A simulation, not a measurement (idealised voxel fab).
You're looking at the process module voxel double patterning.
The width of the displayed cross-section, cut, is 265 nm; its cells are square, with a size of 5 nm.
In what follows, cross-sections appear as grids of square cells, described through bands that run from the top down, where every band is one or more rows of cells.
Band entry format. Leading values: height of top, height of bottom, nm. Remainder: materials in left-to-right order, each with its width in nm. Special words: "all across" on a single material, which then fills the band edge to edge; "air", empty space.
Where do heights start? At 0: under that level the wafer as delivered is made of one material only. And the lowest band has no floor; it just carries on downward, as in "z 0 and below".
The width entry "30->40" should be interpreted row by row: the top row of cells in the band takes the first number, the bottom row takes the second number, and the change between adjacent rows is uniform throughout.
It should be understood that the words "no modifications", when stated for a given step, signify that the cross-section underwent no change in any of its cells during that step.
The entry "Closed cavities" lists the empty spaces that cover at least 8 cells and have no open path to the top. Each is written as width x height at distance, where the distance is measured from the left edge and all three values are in nm.
Where a step's line continues beyond its settings, the continuation is a remark by the simulator itself on that step.
overlay nm: for a step with a mask, the amount by which the mask lay right of where it was planned; a negative amount means left of it.

**Planned step list for the process**
1. RECEIVE [material Si]
2. CONFORMAL_DEP [material SiO2] [thk nm 5]
3. DIRECTIONAL_DEP [material polySi] [thk nm 20]
4. DIRECTIONAL_DEP [material SiN] [thk nm 5]
5. PATTERN [tone open] [mask id FIRST] [material resist] [width nm 15] [pitch nm 50] [thk nm 15] [overlay nm 0]
6. DIRECTIONAL_ETCH [etch materials SiN] [depth nm 5]
7. STRIP [etch materials resist]
8. DIRECTIONAL_DEP [material aC] [thk nm 10]
9. PATTERN [tone open] [mask id SECOND] [material resist] [width nm 15] [pitch nm 50] [thk nm 30] [overlay nm 0]
10. DIRECTIONAL_ETCH [etch materials aC] [depth nm 10]
11. STRIP [etch materials resist]
12. DIRECTIONAL_ETCH [etch materials SiN] [depth nm 5]
13. STRIP [etch materials aC]
14. DIRECTIONAL_ETCH [etch materials polySi] [depth nm 20]
15. STRIP [etch materials SiN]

**The cross-section here shows the wafer as received, i.e. in its state after step 1**
* z 0 and below = Si all across
* Closed cavities: none

**Cross-section: first of two wafers, module finished, run according to plan**
* z 25 to 5 = 75 polySi; 15 air; 10 polySi; 15 air; 10 polySi; 15 air; 10 polySi; 15 air; 10 polySi; 15 air; 75 polySi
* z 5 to 0 = SiO2 all across
* z 0 and below = Si all across
* Closed cavities: none

**Cross-sectional view of the second of two wafers upon completion of the module. This wafer shared its starting condition and process plan with the first; one error was made during its execution**
* z 25 to 5 = 100 air; 15 polySi; 35 air; 15 polySi; 100 air
* z 5 to 0 = SiO2 all across
* z 0 and below = Si all across
* Closed cavities: none
So what did we get wrong on this run? step 9 was run on a setting that differed from the plan, and what really ran there is PATTERN [tone cover] [mask id SECOND] [material resist] [width nm 15] [pitch nm 50] [thk nm 30] [overlay nm 0]
Heads up, by the end the second wafer has more or fewer cells of some materials compared to the first: 128 fewer of polySi
